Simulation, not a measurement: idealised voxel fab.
The following is a process module called voxel spacer lines.
For reference, the cross-section in this document is cut, with width 300 nm and square cells of 5 nm.
Throughout this document, each cross-section is represented as a grid of square cells and is presented as a sequence of bands enumerated from the top downward, where a band comprises one or more rows of cells. Basically the band line says how high the top is and how high the bottom is, in nm, and then what's in it from left to right, every material with its width in nm. Empty space shows up as "air", and if a single material carries "edge to edge" it runs the full band edge to edge. Ref level 0: as-received wafer is one material below here. Bottom band extends down with no lower bound ("0..down"). A width given as "30..40" starts at the first number in the band's top row and ends at the second number in its bottom row, shifting by an equal amount at every step from row to row. Key: "same as before" - step with no changed cell in the cross-section. Empty spaces without an open route to the top, at least 8 cells in extent, make up the entry "Sealed void inventory"; each is given as width x height at distance, where the distance is measured from the left edge, and all are in nm. Anything after a step's settings on that line? It's the simulator's own note about the step. The optional step-line setting "overlay nm" applies to steps with a mask and quantifies how far to the right of its planned location the mask lay, a negative value indicating leftward placement. Structure of the following material. The material consists of pairs of cross-sections. Each pair comprises the cross-section before one process step and the cross-section after that step, the latter shown only down to the lowest band that changed. The step between the cross-sections is specified beneath each pair, including its settings. Pairs are not necessarily consecutive: they may derive from different runs of this module performed on the same starting wafer. Continuity with the pair above is to be assumed only where the entry headed "Before the step" of the pair in question states it.

-- Before the step
0..down  Si edge to edge
Sealed void inventory: none

-- after
10..0  Al2O3 edge to edge
Rest of section, below 0: as before.
Sealed void inventory: none
It is this step that lies between the two cross-sections above: CONFORMAL_DEP with material Al2O3, thk nm 10

Before the step: look at the pair above, its after cross-section is where this step starts.

-- after
25..10  polySi edge to edge
Rest of section, below 10: as before.
Sealed void inventory: none
It is this step that lies between the two cross-sections above: DIRECTIONAL_DEP with material polySi, thk nm 15

Before the step: look at the pair above, its after cross-section is where this step starts.

-- after
55..25  aC edge to edge
Rest of section, below 25: as before.
Sealed void inventory: none
It is this step that lies between the two cross-sections above: DIRECTIONAL_DEP with material aC, thk nm 30

Before the step: look at the pair above, its after cross-section is where this step starts.

-- after
95..55  air 115 nm  resist 15 nm  air 35 nm  resist 15 nm  air 120 nm
Rest of section, below 55: as before.
Sealed void inventory: none
It is this step that lies between the two cross-sections above: PATTERN with tone cover, mask id MANDREL, material resist, width nm 15, pitch nm 50, thk nm 40, overlay nm 0

Before the step: look at the pair above, its after cross-section is where this step starts.

-- after
65..55  air 115 nm  resist 15 nm  air 35 nm  resist 15 nm  air 120 nm
55..25  air 115 nm  aC 15 nm  air 35 nm  aC 15 nm  air 120 nm
Rest of section, below 25: as before.
Sealed void inventory: none
It is this step that lies between the two cross-sections above: DIRECTIONAL_ETCH with etch materials aC, depth nm 30

Before the step: look at the pair above, its after cross-section is where this step starts.

-- after
55..25  air 115 nm  aC 15 nm  air 35 nm  aC 15 nm  air 120 nm
Rest of section, below 25: as before.
Sealed void inventory: none
It is this step that lies between the two cross-sections above: STRIP with etch materials resist

Before the step: look at the pair above, its after cross-section is where this step starts.

-- after
65..55  air 105 nm  SiO2 35 nm  air 15 nm  SiO2 35 nm  air 110 nm
55..35  air 105 nm  SiO2 10 nm  aC 15 nm  SiO2 10 nm  air 15 nm  SiO2 10 nm  aC 15 nm  SiO2 10 nm  air 110 nm
35..25  SiO2 115 nm  aC 15 nm  SiO2 35 nm  aC 15 nm  SiO2 120 nm
Rest of section, below 25: as before.
Sealed void inventory: none
It is this step that lies between the two cross-sections above: CONFORMAL_DEP with material SiO2, thk nm 10

Before the step: look at the pair above, its after cross-section is where this step starts.

-- after
55..25  air 105 nm  SiO2 10 nm  aC 15 nm  SiO2 10 nm  air 15 nm  SiO2 10 nm  aC 15 nm  SiO2 10 nm  air 110 nm
Rest of section, below 25: as before.
Sealed void inventory: none
It is this step that lies between the two cross-sections above: DIRECTIONAL_ETCH with etch materials SiO2, depth nm 10

Before the step: look at the pair above, its after cross-section is where this step starts.

-- after
55..25  air 105 nm  SiO2 10 nm  air 15 nm  SiO2 10 nm  air 15 nm  SiO2 10 nm  air 15 nm  SiO2 10 nm  air 110 nm
Rest of section, below 25: as before.
Sealed void inventory: none
It is this step that lies between the two cross-sections above: STRIP with etch materials aC

Before the step: look at the pair above, its after cross-section is where this step starts.

-- after
55..25  air 105 nm  SiO2 10 nm  air 15 nm  SiO2 10 nm  air 15 nm  SiO2 10 nm  air 15 nm  SiO2 10 nm  air 110 nm
25..10  air 105 nm  polySi 10 nm  air 15 nm  polySi 10 nm  air 15 nm  polySi 10 nm  air 15 nm  polySi 10 nm  air 110 nm
Rest of section, below 10: as before.
Sealed void inventory: none
It is this step that lies between the two cross-sections above: DIRECTIONAL_ETCH with etch materials polySi, depth nm 15

Before the step: look at the pair above, its after cross-section is where this step starts.

-- after
25..10  air 105 nm  polySi 10 nm  air 15 nm  polySi 10 nm  air 15 nm  polySi 10 nm  air 15 nm  polySi 10 nm  air 110 nm
Rest of section, below 10: as before.
Sealed void inventory: none
It is this step that lies between the two cross-sections above: STRIP with etch materials SiO2

-- Before the step
0..down  Si edge to edge
Sealed void inventory: none

-- after
15..0  polySi edge to edge
Rest of section, below 0: as before.
Sealed void inventory: none
It is this step that lies between the two cross-sections above: DIRECTIONAL_DEP with material polySi, thk nm 15

Before the step: look at the pair above, its after cross-section is where this step starts.

-- after
45..15  aC edge to edge
Rest of section, below 15: as before.
Sealed void inventory: none
It is this step that lies between the two cross-sections above: DIRECTIONAL_DEP with material aC, thk nm 30

Before the step: look at the pair above, its after cross-section is where this step starts.

-- after
85..45  air 115 nm  resist 15 nm  air 35 nm  resist 15 nm  air 120 nm
Rest of section, below 45: as before.
Sealed void inventory: none
It is this step that lies between the two cross-sections above: PATTERN with tone cover, mask id MANDREL, material resist, width nm 15, pitch nm 50, thk nm 40, overlay nm 0

Before the step: look at the pair above, its after cross-section is where this step starts.

-- after
55..45  air 115 nm  resist 15 nm  air 35 nm  resist 15 nm  air 120 nm
45..15  air 115 nm  aC 15 nm  air 35 nm  aC 15 nm  air 120 nm
Rest of section, below 15: as before.
Sealed void inventory: none
It is this step that lies between the two cross-sections above: DIRECTIONAL_ETCH with etch materials aC, depth nm 30

Before the step: look at the pair above, its after cross-section is where this step starts.

-- after
45..15  air 115 nm  aC 15 nm  air 35 nm  aC 15 nm  air 120 nm
Rest of section, below 15: as before.
Sealed void inventory: none
It is this step that lies between the two cross-sections above: STRIP with etch materials resist

Before the step: look at the pair above, its after cross-section is where this step starts.

-- after
55..45  air 105 nm  SiO2 35 nm  air 15 nm  SiO2 35 nm  air 110 nm
45..25  air 105 nm  SiO2 10 nm  aC 15 nm  SiO2 10 nm  air 15 nm  SiO2 10 nm  aC 15 nm  SiO2 10 nm  air 110 nm
25..15  SiO2 115 nm  aC 15 nm  SiO2 35 nm  aC 15 nm  SiO2 120 nm
Rest of section, below 15: as before.
Sealed void inventory: none
It is this step that lies between the two cross-sections above: CONFORMAL_DEP with material SiO2, thk nm 10

Before the step: look at the pair above, its after cross-section is where this step starts.

-- after
45..15  air 105 nm  SiO2 10 nm  aC 15 nm  SiO2 10 nm  air 15 nm  SiO2 10 nm  aC 15 nm  SiO2 10 nm  air 110 nm
Rest of section, below 15: as before.
Sealed void inventory: none
It is this step that lies between the two cross-sections above: DIRECTIONAL_ETCH with etch materials SiO2, depth nm 10

Before the step: look at the pair above, its after cross-section is where this step starts.

-- after
45..15  air 105 nm  SiO2 10 nm  air 15 nm  SiO2 10 nm  air 15 nm  SiO2 10 nm  air 15 nm  SiO2 10 nm  air 110 nm
Rest of section, below 15: as before.
Sealed void inventory: none
It is this step that lies between the two cross-sections above: STRIP with etch materials aC

Before the step: look at the pair above, its after cross-section is where this step starts.

-- after
45..15  air 105 nm  SiO2 10 nm  air 15 nm  SiO2 10 nm  air 15 nm  SiO2 10 nm  air 15 nm  SiO2 10 nm  air 110 nm
15..0  air 105 nm  polySi 10 nm  air 15 nm  polySi 10 nm  air 15 nm  polySi 10 nm  air 15 nm  polySi 10 nm  air 110 nm
Rest of section, below 0: as before.
Sealed void inventory: none
It is this step that lies between the two cross-sections above: DIRECTIONAL_ETCH with etch materials polySi, depth nm 15

Before the step: look at the pair above, its after cross-section is where this step starts.

-- after
15..0  air 105 nm  polySi 10 nm  air 15 nm  polySi 10 nm  air 15 nm  polySi 10 nm  air 15 nm  polySi 10 nm  air 110 nm
Rest of section, below 0: as before.
Sealed void inventory: none
It is this step that lies between the two cross-sections above: STRIP with etch materials SiO2

-- Before the step
25..10  polySi edge to edge
10..0  Al2O3 edge to edge
0..down  Si edge to edge
Sealed void inventory: none

-- after
40..10  polySi edge to edge
Rest of section, below 10: as before.
Sealed void inventory: none
It is this step that lies between the two cross-sections above: DIRECTIONAL_DEP with material polySi, thk nm 15

Before the step: look at the pair above, its after cross-section is where this step starts.

-- after
70..40  aC edge to edge
Rest of section, below 40: as before.
Sealed void inventory: none
It is this step that lies between the two cross-sections above: DIRECTIONAL_DEP with material aC, thk nm 30

Before the step: look at the pair above, its after cross-section is where this step starts.

-- after
110..70  air 115 nm  resist 15 nm  air 35 nm  resist 15 nm  air 120 nm
Rest of section, below 70: as before.
Sealed void inventory: none
It is this step that lies between the two cross-sections above: PATTERN with tone cover, mask id MANDREL, material resist, width nm 15, pitch nm 50, thk nm 40, overlay nm 0

Before the step: look at the pair above, its after cross-section is where this step starts.

-- after
80..70  air 115 nm  resist 15 nm  air 35 nm  resist 15 nm  air 120 nm
70..40  air 115 nm  aC 15 nm  air 35 nm  aC 15 nm  air 120 nm
Rest of section, below 40: as before.
Sealed void inventory: none
It is this step that lies between the two cross-sections above: DIRECTIONAL_ETCH with etch materials aC, depth nm 30

Before the step: look at the pair above, its after cross-section is where this step starts.

-- after
70..40  air 115 nm  aC 15 nm  air 35 nm  aC 15 nm  air 120 nm
Rest of section, below 40: as before.
Sealed void inventory: none
It is this step that lies between the two cross-sections above: STRIP with etch materials resist

Before the step: look at the pair above, its after cross-section is where this step starts.

-- after
80..70  air 105 nm  SiO2 35 nm  air 15 nm  SiO2 35 nm  air 110 nm
70..50  air 105 nm  SiO2 10 nm  aC 15 nm  SiO2 10 nm  air 15 nm  SiO2 10 nm  aC 15 nm  SiO2 10 nm  air 110 nm
50..40  SiO2 115 nm  aC 15 nm  SiO2 35 nm  aC 15 nm  SiO2 120 nm
Rest of section, below 40: as before.
Sealed void inventory: none
It is this step that lies between the two cross-sections above: CONFORMAL_DEP with material SiO2, thk nm 10

Before the step: look at the pair above, its after cross-section is where this step starts.

-- after
70..40  air 105 nm  SiO2 10 nm  aC 15 nm  SiO2 10 nm  air 15 nm  SiO2 10 nm  aC 15 nm  SiO2 10 nm  air 110 nm
Rest of section, below 40: as before.
Sealed void inventory: none
It is this step that lies between the two cross-sections above: DIRECTIONAL_ETCH with etch materials SiO2, depth nm 10

Before the step: look at the pair above, its after cross-section is where this step starts.

-- after
70..40  air 105 nm  SiO2 10 nm  air 15 nm  SiO2 10 nm  air 15 nm  SiO2 10 nm  air 15 nm  SiO2 10 nm  air 110 nm
Rest of section, below 40: as before.
Sealed void inventory: none
It is this step that lies between the two cross-sections above: STRIP with etch materials aC

Before the step: look at the pair above, its after cross-section is where this step starts.

-- after
70..40  air 105 nm  SiO2 10 nm  air 15 nm  SiO2 10 nm  air 15 nm  SiO2 10 nm  air 15 nm  SiO2 10 nm  air 110 nm
40..25  air 105 nm  polySi 10 nm  air 15 nm  polySi 10 nm  air 15 nm  polySi 10 nm  air 15 nm  polySi 10 nm  air 110 nm
Rest of section, below 25: as before.
Sealed void inventory: none
It is this step that lies between the two cross-sections above: DIRECTIONAL_ETCH with etch materials polySi, depth nm 15

Before the step: look at the pair above, its after cross-section is where this step starts.

-- after
40..25  air 105 nm  polySi 10 nm  air 15 nm  polySi 10 nm  air 15 nm  polySi 10 nm  air 15 nm  polySi 10 nm  air 110 nm
Rest of section, below 25: as before.
Sealed void inventory: none
It is this step that lies between the two cross-sections above: STRIP with etch materials SiO2

-- Before the step
10..0  Al2O3 edge to edge
0..down  Si edge to edge
Sealed void inventory: none

-- after
40..10  aC edge to edge
Rest of section, below 10: as before.
Sealed void inventory: none
It is this step that lies between the two cross-sections above: DIRECTIONAL_DEP with material aC, thk nm 30

Before the step: look at the pair above, its after cross-section is where this step starts.

-- after
55..40  polySi edge to edge
Rest of section, below 40: as before.
Sealed void inventory: none
It is this step that lies between the two cross-sections above: DIRECTIONAL_DEP with material polySi, thk nm 15

Before the step: look at the pair above, its after cross-section is where this step starts.

-- after
95..55  air 115 nm  resist 15 nm  air 35 nm  resist 15 nm  air 120 nm
Rest of section, below 55: as before.
Sealed void inventory: none
It is this step that lies between the two cross-sections above: PATTERN with tone cover, mask id MANDREL, material resist, width nm 15, pitch nm 50, thk nm 40, overlay nm 0

Before the step: look at the pair above, its after cross-section is where this step starts.

-- after
65..55  air 115 nm  resist 15 nm  air 35 nm  resist 15 nm  air 120 nm
Rest of section, below 55: as before.
Sealed void inventory: none
It is this step that lies between the two cross-sections above: DIRECTIONAL_ETCH with etch materials aC, depth nm 30

Before the step: look at the pair above, its after cross-section is where this step starts.

-- after
55..40  polySi edge to edge
Rest of section, below 40: as before.
Sealed void inventory: none
It is this step that lies between the two cross-sections above: STRIP with etch materials resist

Before the step: look at the pair above, its after cross-section is where this step starts.

-- after
65..55  SiO2 edge to edge
Rest of section, below 55: as before.
Sealed void inventory: none
It is this step that lies between the two cross-sections above: CONFORMAL_DEP with material SiO2, thk nm 10

Before the step: look at the pair above, its after cross-section is where this step starts.

-- after
55..40  polySi edge to edge
Rest of section, below 40: as before.
Sealed void inventory: none
It is this step that lies between the two cross-sections above: DIRECTIONAL_ETCH with etch materials SiO2, depth nm 10

Before the step: look at the pair above, its after cross-section is where this step starts.

-- after
40..10  aC edge to edge
Rest of section, below 10: as before.
Sealed void inventory: none
It is this step that lies between the two cross-sections above: DIRECTIONAL_ETCH with etch materials polySi, depth nm 15

-- Before the step
55..25  air 115 nm  aC 15 nm  air 35 nm  aC 15 nm  air 120 nm
25..10  polySi edge to edge
10..0  Al2O3 edge to edge
0..down  Si edge to edge
Sealed void inventory: none

-- after
60..55  air 110 nm  SiO2 25 nm  air 25 nm  SiO2 25 nm  air 115 nm
55..30  air 110 nm  SiO2 5 nm  aC 15 nm  SiO2 5 nm  air 25 nm  SiO2 5 nm  aC 15 nm  SiO2 5 nm  air 115 nm
30..25  SiO2 115 nm  aC 15 nm  SiO2 35 nm  aC 15 nm  SiO2 120 nm
Rest of section, below 25: as before.
Sealed void inventory: none
It is this step that lies between the two cross-sections above: CONFORMAL_DEP with material SiO2, thk nm 5

Before the step: look at the pair above, its after cross-section is where this step starts.

-- after
55..50  air 115 nm  aC 15 nm  air 35 nm  aC 15 nm  air 120 nm
50..25  air 110 nm  SiO2 5 nm  aC 15 nm  SiO2 5 nm  air 25 nm  SiO2 5 nm  aC 15 nm  SiO2 5 nm  air 115 nm
Rest of section, below 25: as before.
Sealed void inventory: none
It is this step that lies between the two cross-sections above: DIRECTIONAL_ETCH with etch materials SiO2, depth nm 10

Before the step: look at the pair above, its after cross-section is where this step starts.

-- after
50..25  air 110 nm  SiO2 5 nm  air 15 nm  SiO2 5 nm  air 25 nm  SiO2 5 nm  air 15 nm  SiO2 5 nm  air 115 nm
Rest of section, below 25: as before.
Sealed void inventory: none
It is this step that lies between the two cross-sections above: STRIP with etch materials aC

Before the step: look at the pair above, its after cross-section is where this step starts.

-- after
50..25  air 110 nm  SiO2 5 nm  air 15 nm  SiO2 5 nm  air 25 nm  SiO2 5 nm  air 15 nm  SiO2 5 nm  air 115 nm
25..10  air 110 nm  polySi 5 nm  air 15 nm  polySi 5 nm  air 25 nm  polySi 5 nm  air 15 nm  polySi 5 nm  air 115 nm
Rest of section, below 10: as before.
Sealed void inventory: none
It is this step that lies between the two cross-sections above: DIRECTIONAL_ETCH with etch materials polySi, depth nm 15

Before the step: look at the pair above, its after cross-section is where this step starts.

-- after
25..10  air 110 nm  polySi 5 nm  air 15 nm  polySi 5 nm  air 25 nm  polySi 5 nm  air 15 nm  polySi 5 nm  air 115 nm
Rest of section, below 10: as before.
Sealed void inventory: none
It is this step that lies between the two cross-sections above: STRIP with etch materials SiO2

-- Before the step
55..25  aC edge to edge
25..10  polySi edge to edge
10..0  Al2O3 edge to edge
0..down  Si edge to edge
Sealed void inventory: none

-- after
95..55  air 115 nm  resist 20 nm  air 30 nm  resist 20 nm  air 115 nm
Rest of section, below 55: as before.
Sealed void inventory: none
It is this step that lies between the two cross-sections above: PATTERN with tone cover, mask id MANDREL, material resist, width nm 20, pitch nm 50, thk nm 40, overlay nm 0

Before the step: look at the pair above, its after cross-section is where this step starts.

-- after
65..55  air 115 nm  resist 20 nm  air 30 nm  resist 20 nm  air 115 nm
55..25  air 115 nm  aC 20 nm  air 30 nm  aC 20 nm  air 115 nm
Rest of section, below 25: as before.
Sealed void inventory: none
It is this step that lies between the two cross-sections above: DIRECTIONAL_ETCH with etch materials aC, depth nm 30

Before the step: look at the pair above, its after cross-section is where this step starts.

-- after
55..25  air 115 nm  aC 20 nm  air 30 nm  aC 20 nm  air 115 nm
Rest of section, below 25: as before.
Sealed void inventory: none
It is this step that lies between the two cross-sections above: STRIP with etch materials resist

Before the step: look at the pair above, its after cross-section is where this step starts.

-- after
65..55  air 105 nm  SiO2 40 nm  air 10 nm  SiO2 40 nm  air 105 nm
55..35  air 105 nm  SiO2 10 nm  aC 20 nm  SiO2 10 nm  air 10 nm  SiO2 10 nm  aC 20 nm  SiO2 10 nm  air 105 nm
35..25  SiO2 115 nm  aC 20 nm  SiO2 30 nm  aC 20 nm  SiO2 115 nm
Rest of section, below 25: as before.
Sealed void inventory: none
It is this step that lies between the two cross-sections above: CONFORMAL_DEP with material SiO2, thk nm 10

Before the step: look at the pair above, its after cross-section is where this step starts.

-- after
55..25  air 105 nm  SiO2 10 nm  aC 20 nm  SiO2 10 nm  air 10 nm  SiO2 10 nm  aC 20 nm  SiO2 10 nm  air 105 nm
Rest of section, below 25: as before.
Sealed void inventory: none
It is this step that lies between the two cross-sections above: DIRECTIONAL_ETCH with etch materials SiO2, depth nm 10

Before the step: look at the pair above, its after cross-section is where this step starts.

-- after
55..25  air 105 nm  SiO2 10 nm  air 20 nm  SiO2 10 nm  air 10 nm  SiO2 10 nm  air 20 nm  SiO2 10 nm  air 105 nm
Rest of section, below 25: as before.
Sealed void inventory: none
It is this step that lies between the two cross-sections above: STRIP with etch materials aC

Before the step: look at the pair above, its after cross-section is where this step starts.

-- after
55..25  air 105 nm  SiO2 10 nm  air 20 nm  SiO2 10 nm  air 10 nm  SiO2 10 nm  air 20 nm  SiO2 10 nm  air 105 nm
25..10  air 105 nm  polySi 10 nm  air 20 nm  polySi 10 nm  air 10 nm  polySi 10 nm  air 20 nm  polySi 10 nm  air 105 nm
Rest of section, below 10: as before.
Sealed void inventory: none
It is this step that lies between the two cross-sections above: DIRECTIONAL_ETCH with etch materials polySi, depth nm 15

Before the step: look at the pair above, its after cross-section is where this step starts.

-- after
25..10  air 105 nm  polySi 10 nm  air 20 nm  polySi 10 nm  air 10 nm  polySi 10 nm  air 20 nm  polySi 10 nm  air 105 nm
Rest of section, below 10: as before.
Sealed void inventory: none
It is this step that lies between the two cross-sections above: STRIP with etch materials SiO2

-- Before the step
55..25  aC edge to edge
25..10  polySi edge to edge
10..0  Al2O3 edge to edge
0..down  Si edge to edge
Sealed void inventory: none

-- after
95..55  air 105 nm  resist 15 nm  air 35 nm  resist 15 nm  air 130 nm
Rest of section, below 55: as before.
Sealed void inventory: none
It is this step that lies between the two cross-sections above: PATTERN with tone cover, mask id MANDREL, material resist, width nm 15, pitch nm 50, thk nm 40, overlay nm -10

Before the step: look at the pair above, its after cross-section is where this step starts.

-- after
65..55  air 105 nm  resist 15 nm  air 35 nm  resist 15 nm  air 130 nm
55..25  air 105 nm  aC 15 nm  air 35 nm  aC 15 nm  air 130 nm
Rest of section, below 25: as before.
Sealed void inventory: none
It is this step that lies between the two cross-sections above: DIRECTIONAL_ETCH with etch materials aC, depth nm 30

Before the step: look at the pair above, its after cross-section is where this step starts.

-- after
55..25  air 105 nm  aC 15 nm  air 35 nm  aC 15 nm  air 130 nm
Rest of section, below 25: as before.
Sealed void inventory: none
It is this step that lies between the two cross-sections above: STRIP with etch materials resist

Before the step: look at the pair above, its after cross-section is where this step starts.

-- after
65..55  air 95 nm  SiO2 35 nm  air 15 nm  SiO2 35 nm  air 120 nm
55..35  air 95 nm  SiO2 10 nm  aC 15 nm  SiO2 10 nm  air 15 nm  SiO2 10 nm  aC 15 nm  SiO2 10 nm  air 120 nm
35..25  SiO2 105 nm  aC 15 nm  SiO2 35 nm  aC 15 nm  SiO2 130 nm
Rest of section, below 25: as before.
Sealed void inventory: none
It is this step that lies between the two cross-sections above: CONFORMAL_DEP with material SiO2, thk nm 10

Before the step: look at the pair above, its after cross-section is where this step starts.

-- after
55..25  air 95 nm  SiO2 10 nm  aC 15 nm  SiO2 10 nm  air 15 nm  SiO2 10 nm  aC 15 nm  SiO2 10 nm  air 120 nm
Rest of section, below 25: as before.
Sealed void inventory: none
It is this step that lies between the two cross-sections above: DIRECTIONAL_ETCH with etch materials SiO2, depth nm 10

Before the step: look at the pair above, its after cross-section is where this step starts.

-- after
55..25  air 95 nm  SiO2 10 nm  air 15 nm  SiO2 10 nm  air 15 nm  SiO2 10 nm  air 15 nm  SiO2 10 nm  air 120 nm
Rest of section, below 25: as before.
Sealed void inventory: none
It is this step that lies between the two cross-sections above: STRIP with etch materials aC

Before the step: look at the pair above, its after cross-section is where this step starts.

-- after
55..25  air 95 nm  SiO2 10 nm  air 15 nm  SiO2 10 nm  air 15 nm  SiO2 10 nm  air 15 nm  SiO2 10 nm  air 120 nm
25..10  air 95 nm  polySi 10 nm  air 15 nm  polySi 10 nm  air 15 nm  polySi 10 nm  air 15 nm  polySi 10 nm  air 120 nm
Rest of section, below 10: as before.
Sealed void inventory: none
It is this step that lies between the two cross-sections above: DIRECTIONAL_ETCH with etch materials polySi, depth nm 15

Before the step: look at the pair above, its after cross-section is where this step starts.

-- after
25..10  air 95 nm  polySi 10 nm  air 15 nm  polySi 10 nm  air 15 nm  polySi 10 nm  air 15 nm  polySi 10 nm  air 120 nm
Rest of section, below 10: as before.
Sealed void inventory: none
It is this step that lies between the two cross-sections above: STRIP with etch materials SiO2

-- Before the step
0..down  Si edge to edge
Sealed void inventory: none

-- after
10..0  polySi edge to edge
Rest of section, below 0: as before.
Sealed void inventory: none
It is this step that lies between the two cross-sections above: CONFORMAL_DEP with material polySi, thk nm 10

Before the step: look at the pair above, its after cross-section is where this step starts.

-- after
25..0  polySi edge to edge
Rest of section, below 0: as before.
Sealed void inventory: none
It is this step that lies between the two cross-sections above: DIRECTIONAL_DEP with material polySi, thk nm 15

Before the step: look at the pair above, its after cross-section is where this step starts.

-- after
55..25  aC edge to edge
Rest of section, below 25: as before.
Sealed void inventory: none
It is this step that lies between the two cross-sections above: DIRECTIONAL_DEP with material aC, thk nm 30

Before the step: look at the pair above, its after cross-section is where this step starts.

-- after
95..55  air 115 nm  resist 15 nm  air 35 nm  resist 15 nm  air 120 nm
Rest of section, below 55: as before.
Sealed void inventory: none
It is this step that lies between the two cross-sections above: PATTERN with tone cover, mask id MANDREL, material resist, width nm 15, pitch nm 50, thk nm 40, overlay nm 0

Before the step: look at the pair above, its after cross-section is where this step starts.

-- after
65..55  air 115 nm  resist 15 nm  air 35 nm  resist 15 nm  air 120 nm
55..25  air 115 nm  aC 15 nm  air 35 nm  aC 15 nm  air 120 nm
Rest of section, below 25: as before.
Sealed void inventory: none
It is this step that lies between the two cross-sections above: DIRECTIONAL_ETCH with etch materials aC, depth nm 30

Before the step: look at the pair above, its after cross-section is where this step starts.

-- after
55..25  air 115 nm  aC 15 nm  air 35 nm  aC 15 nm  air 120 nm
Rest of section, below 25: as before.
Sealed void inventory: none
It is this step that lies between the two cross-sections above: STRIP with etch materials resist

Before the step: look at the pair above, its after cross-section is where this step starts.

-- after
65..55  air 105 nm  SiO2 35 nm  air 15 nm  SiO2 35 nm  air 110 nm
55..35  air 105 nm  SiO2 10 nm  aC 15 nm  SiO2 10 nm  air 15 nm  SiO2 10 nm  aC 15 nm  SiO2 10 nm  air 110 nm
35..25  SiO2 115 nm  aC 15 nm  SiO2 35 nm  aC 15 nm  SiO2 120 nm
Rest of section, below 25: as before.
Sealed void inventory: none
It is this step that lies between the two cross-sections above: CONFORMAL_DEP with material SiO2, thk nm 10

Before the step: look at the pair above, its after cross-section is where this step starts.

-- after
55..25  air 105 nm  SiO2 10 nm  aC 15 nm  SiO2 10 nm  air 15 nm  SiO2 10 nm  aC 15 nm  SiO2 10 nm  air 110 nm
Rest of section, below 25: as before.
Sealed void inventory: none
It is this step that lies between the two cross-sections above: DIRECTIONAL_ETCH with etch materials SiO2, depth nm 10

Before the step: look at the pair above, its after cross-section is where this step starts.

-- after
55..25  air 105 nm  SiO2 10 nm  air 15 nm  SiO2 10 nm  air 15 nm  SiO2 10 nm  air 15 nm  SiO2 10 nm  air 110 nm
Rest of section, below 25: as before.
Sealed void inventory: none
It is this step that lies between the two cross-sections above: STRIP with etch materials aC

Before the step: look at the pair above, its after cross-section is where this step starts.

-- after
55..25  air 105 nm  SiO2 10 nm  air 15 nm  SiO2 10 nm  air 15 nm  SiO2 10 nm  air 15 nm  SiO2 10 nm  air 110 nm
25..10  air 105 nm  polySi 10 nm  air 15 nm  polySi 10 nm  air 15 nm  polySi 10 nm  air 15 nm  polySi 10 nm  air 110 nm
Rest of section, below 10: as before.
Sealed void inventory: none
It is this step that lies between the two cross-sections above: DIRECTIONAL_ETCH with etch materials polySi, depth nm 15

Before the step: look at the pair above, its after cross-section is where this step starts.

-- after
25..10  air 105 nm  polySi 10 nm  air 15 nm  polySi 10 nm  air 15 nm  polySi 10 nm  air 15 nm  polySi 10 nm  air 110 nm
Rest of section, below 10: as before.
Sealed void inventory: none
It is this step that lies between the two cross-sections above: STRIP with etch materials SiO2

-- Before the step
55..25  aC edge to edge
25..10  polySi edge to edge
10..0  Al2O3 edge to edge
0..down  Si edge to edge
Sealed void inventory: none

-- after
95..55  resist 115 nm  air 15 nm  resist 35 nm  air 15 nm  resist 120 nm
Rest of section, below 55: as before.
Sealed void inventory: none
It is this step that lies between the two cross-sections above: PATTERN with tone open, mask id MANDREL, material resist, width nm 15, pitch nm 50, thk nm 40, overlay nm 0

Before the step: look at the pair above, its after cross-section is where this step starts.

-- after
65..55  resist 115 nm  air 15 nm  resist 35 nm  air 15 nm  resist 120 nm
55..25  aC 115 nm  air 15 nm  aC 35 nm  air 15 nm  aC 120 nm
Rest of section, below 25: as before.
Sealed void inventory: none
It is this step that lies between the two cross-sections above: DIRECTIONAL_ETCH with etch materials aC, depth nm 30

Before the step: look at the pair above, its after cross-section is where this step starts.

-- after
55..25  aC 115 nm  air 15 nm  aC 35 nm  air 15 nm  aC 120 nm
Rest of section, below 25: as before.
Sealed void inventory: none
It is this step that lies between the two cross-sections above: STRIP with etch materials resist

Before the step: look at the pair above, its after cross-section is where this step starts.

-- after
65..55  SiO2 edge to edge
55..25  aC 115 nm  SiO2 15 nm  aC 35 nm  SiO2 15 nm  aC 120 nm
Rest of section, below 25: as before.
Sealed void inventory: none
It is this step that lies between the two cross-sections above: CONFORMAL_DEP with material SiO2, thk nm 10

Before the step: look at the pair above, its after cross-section is where this step starts.

-- after
55..25  aC 115 nm  SiO2 15 nm  aC 35 nm  SiO2 15 nm  aC 120 nm
Rest of section, below 25: as before.
Sealed void inventory: none
It is this step that lies between the two cross-sections above: DIRECTIONAL_ETCH with etch materials SiO2, depth nm 10

Before the step: look at the pair above, its after cross-section is where this step starts.

-- after
55..25  air 115 nm  SiO2 15 nm  air 35 nm  SiO2 15 nm  air 120 nm
Rest of section, below 25: as before.
Sealed void inventory: none
It is this step that lies between the two cross-sections above: STRIP with etch materials aC

Before the step: look at the pair above, its after cross-section is where this step starts.

-- after
55..25  air 115 nm  SiO2 15 nm  air 35 nm  SiO2 15 nm  air 120 nm
25..10  air 115 nm  polySi 15 nm  air 35 nm  polySi 15 nm  air 120 nm
Rest of section, below 10: as before.
Sealed void inventory: none
It is this step that lies between the two cross-sections above: DIRECTIONAL_ETCH with etch materials polySi, depth nm 15

Before the step: look at the pair above, its after cross-section is where this step starts.

-- after
25..10  air 115 nm  polySi 15 nm  air 35 nm  polySi 15 nm  air 120 nm
Rest of section, below 10: as before.
Sealed void inventory: none
It is this step that lies between the two cross-sections above: STRIP with etch materials SiO2
